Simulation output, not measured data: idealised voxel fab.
Documented hereafter: the process module known as voxel fin reveal.
In the cross-section labelled cut, the width is 175 nm and each square cell is 5 nm.
Cross-section = grid of square cells, listed top down in bands; band = one or more rows. Top height, bottom height, nm. Materials left to right, width each, nm. Single material + "throughout" = fills band edge to edge. "blank" = empty. Convention: height 0 is the level below which the wafer, as received, is all one material. The lowest band does not terminate at the bottom but continues downward, represented as "0 and below". Think of "30..40" as a width that walks from the first number to the second as you go down the band, top row to bottom row, taking equal-sized steps from row to row. Where the words "no alterations made" appear for a step, the cross-section shows no cell changed by that step; every cell remained as before. "Fully closed voids" specifies each empty space that is not open to the top and that occupies no fewer than 8 cells, using the form width x height at distance, the distance measured from the left edge and all three quantities in nm. Anything after a step's settings on that line? It's the simulator's own note about the step. overlay nm: on a step with a mask, how far right of its planned place the mask lay; negative means left.
The steps planned for the process are as follows
- 1: op RECEIVE | material Si
- 2: op CONFORMAL_DEP | material SiN | thk nm 10
- 3: op DIRECTIONAL_DEP | material aC | thk nm 10
- 4: op PATTERN | tone cover | mask id FINS | material resist | width nm 15 | pitch nm 45 | thk nm 25 | overlay nm 0
- 5: op DIRECTIONAL_ETCH | etch materials aC | depth nm 10
- 6: op STRIP | etch materials resist
- 7: op DIRECTIONAL_ETCH | etch materials SiN | depth nm 10
- 8: op DIRECTIONAL_ETCH | etch materials Si | depth nm 35
- 9: op STRIP | etch materials aC
- 10: op FILL_DEP | material SiO2 | thk nm 15
- 11: op CMP | height nm 10
- 12: op SELECTIVE_ETCH | etch materials SiO2 | depth nm 35
- 13: op STRIP | etch materials SiN
Incoming wafer in cross-section (state: after step 1)
	0 and below = Si throughout
	Fully closed voids: none
End-of-module XS, first of two wafers, run as planned
	0 down to -25 = blank: 35, Si: 15, blank: 30, Si: 15, blank: 30, Si: 15, blank: 35
	-25 down to -35 = SiO2: 35, Si: 15, SiO2: 30, Si: 15, SiO2: 30, Si: 15, SiO2: 35
	-35 and below = Si throughout
	Fully closed voids: none
Cross-sectional image of the second wafer of the two following completion of the module. Starting state and process plan were the same as for the first wafer; one execution error occurred
	0 down to -25 = Si: 35, blank: 15, Si: 30, blank: 15, Si: 30, blank: 15, Si: 35
	-25 down to -35 = Si: 35, SiO2: 15, Si: 30, SiO2: 15, Si: 30, SiO2: 15, Si: 35
	-35 and below = Si throughout
	Fully closed voids: none
what went wrong: step 4 went in with a setting other than planned; the actual run was op PATTERN | tone open | mask id FINS | material resist | width nm 15 | pitch nm 45 | thk nm 25 | overlay nm 0
FYI, end of process, the second wafer has more or fewer cells of some materials than the first: Si: 119 more | SiO2: 34 fewer
